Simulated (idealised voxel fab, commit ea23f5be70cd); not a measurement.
Presented below is a process module, voxel tone inversion.
Section shown: cut. Width: 260 nm. Cell size: 5 nm, square.
The cross-sections in this document take the form of a grid made of square cells. They are written out as bands, in order from top to bottom. Each band consists of one or more rows of cells. Each band's line starts with the height of the band's top and of its bottom, in nm. Then come its materials from left to right, each with its width in nm. One material with "throughout" fills the band from edge to edge. "blank" is empty space. Ref level 0: as-received wafer is one material below here. Bottom band extends down with no lower bound ("from 0 down"). Quick explanation for "30->40": the width changes in equal steps down the rows of cells, from the first number in the band's top row to the second number in its bottom row. "nothing changed" after a step means that no cell of the cross-section changed. The list in "Closed void table" covers empty spaces of 8 cells or more that cannot reach the top through any open way, and it gives each as width x height at distance; the distance is from the left edge, and width, height and distance are in nm. Post-settings text on a step line: simulator's own remark regarding the step. A step line may carry the setting "overlay nm", which, for steps involving a mask, states the distance by which the mask lay to the right of its intended position; negative values denote displacement to the left.

# These are the steps we planned for the process
1) RECEIVE | material Si
2) CONFORMAL_DEP | material SiCN | thk nm 5
3) DIRECTIONAL_DEP | material polySi | thk nm 20
4) PATTERN | tone cover | mask id POSTS | material resist | width nm 20 | pitch nm 40 | thk nm 25 | overlay nm 0
5) DIRECTIONAL_ETCH | etch materials polySi | depth nm 20
6) STRIP | etch materials resist
7) FILL_DEP | material lowk | thk nm 10
8) CMP | height nm 25
9) STRIP | etch materials polySi
10) CONFORMAL_DEP | material TiN | thk nm 5
11) FILL_DEP | material W | thk nm 5
12) CMP | height nm 25
13) CONFORMAL_DEP | material SiN | thk nm 5

# Cross-section of the wafer at receipt, which is the condition after step 1
	from 0 down = Si throughout
	Closed void table: none

# End-of-module cross-section of the first of two wafers, processed as planned
	from 30 to 25 = SiN throughout
	from 25 to 10 = lowk (100), TiN (5), W (10), TiN (5), lowk (20), TiN (5), W (10), TiN (5), lowk (100)
	from 10 to 5 = lowk (100), TiN (20), lowk (20), TiN (20), lowk (100)
	from 5 to 0 = SiCN throughout
	from 0 down = Si throughout
	Closed void table: none

# Cross-section of the latter of the two wafers at module completion. It had an identical start and an identical plan to the former; in running it, one mistake was made
	from 30 to 25 = SiN throughout
	from 25 to 20 = lowk throughout
	from 20 to 0 = lowk (100), polySi (20), lowk (20), polySi (20), lowk (100)
	from 0 down = Si throughout
	Closed void table: none
Want to know what went wrong? it should be noted that step 2 of the plan was omitted and was not performed
Heads up, by the end the second wafer has more or fewer cells of some materials compared to the first: -52 SiCN, -20 TiN, -12 W, +52 lowk, +32 polySi
